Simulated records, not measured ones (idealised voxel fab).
Title: Process Module voxel released beams
The cross-section shown here is cut; it is 250 nm wide and divided into square cells measuring 5 nm on a side.
Each cross-section below is a grid of square cells, stated as bands in top-down order, with one or more rows of cells making up each band. The entry gives the band's vertical extent as a top height and a bottom height in nm, then its horizontal make-up as materials from left to right, each with a width in nm. "empty" stands for empty space; a single material marked "all across" fills the band edge to edge. Measure heights from 0. That's the level where, below it, the as-received wafer is all one material. The lowest band is bottomless and extends downward; write it as in "0 and below". Note: "30 to 40" means the width goes from the first number (top row of the band) to the second number (bottom row) in equal steps per row of cells. Basically "no alterations made" means that step didn't change any cell in the cross-section. "Unvented internal voids" contains a list of empty spaces, each no smaller than 8 cells and without an open way to the top, written in the form width x height at distance with the distance from the left edge and all three in nm. Text after the settings on a step's line: the simulator's own remark on that step. Among the settings permitted on a step's line is "overlay nm"; applied to a step with a mask, it specifies the extent to which the mask lay to the right of its planned position, whereas a negative figure signifies a position to the left.

## Intended process steps
1) RECEIVE | material Si
2) CONFORMAL_DEP | material Al2O3 | thk nm 10
3) DIRECTIONAL_DEP | material SiO2 | thk nm 15
4) DIRECTIONAL_DEP | material aC | thk nm 15
5) PATTERN | tone open | mask id ANCHOR | material resist | width nm 35 | thk nm 35 | overlay nm 0
6) DIRECTIONAL_ETCH | etch materials aC | depth nm 15
7) STRIP | etch materials resist
8) DIRECTIONAL_ETCH | etch materials SiO2 | depth nm 15
9) STRIP | etch materials aC
10) CONFORMAL_DEP | material W | thk nm 10
11) DIRECTIONAL_DEP | material aC | thk nm 10
12) PATTERN | tone cover | mask id BEAM | material resist | width nm 95 | thk nm 25 | overlay nm 0
13) DIRECTIONAL_ETCH | etch materials aC | depth nm 10
14) STRIP | etch materials resist
15) DIRECTIONAL_ETCH | etch materials W | depth nm 10
16) STRIP | etch materials aC
17) STRIP | etch materials SiO2

## Cross-section of the wafer as it came to us, i.e., already through step 1
> 0 and below  Si all across
> Unvented internal voids: none

## first wafer at the end, as planned
> 35 down to 25  empty=75 | W=15 | empty=15 | W=65 | empty=80
> 25 down to 20  empty=80 | W=10 | empty=15 | W=10 | empty=135
> 20 down to 10  empty=80 | W=35 | empty=135
> 10 down to 0  Al2O3 all across
> 0 and below  Si all across
> Unvented internal voids: none

## This cross-section belongs to the second wafer of two at the end of the module; the start and the plan were shared with the first, and the run included one mistake
> 25 down to 15  empty=75 | W=15 | empty=15 | W=65 | empty=80
> 15 down to 10  empty=80 | W=10 | empty=15 | W=10 | empty=135
> 10 down to 0  empty=80 | W=35 | empty=135
> 0 and below  Si all across
> Unvented internal voids: none
Diagnosis: step 2 of the plan got skipped, so it never ran
Wafer comparison, final, in cells, second relative to first, materials more or fewer: Al2O3: 100 fewer
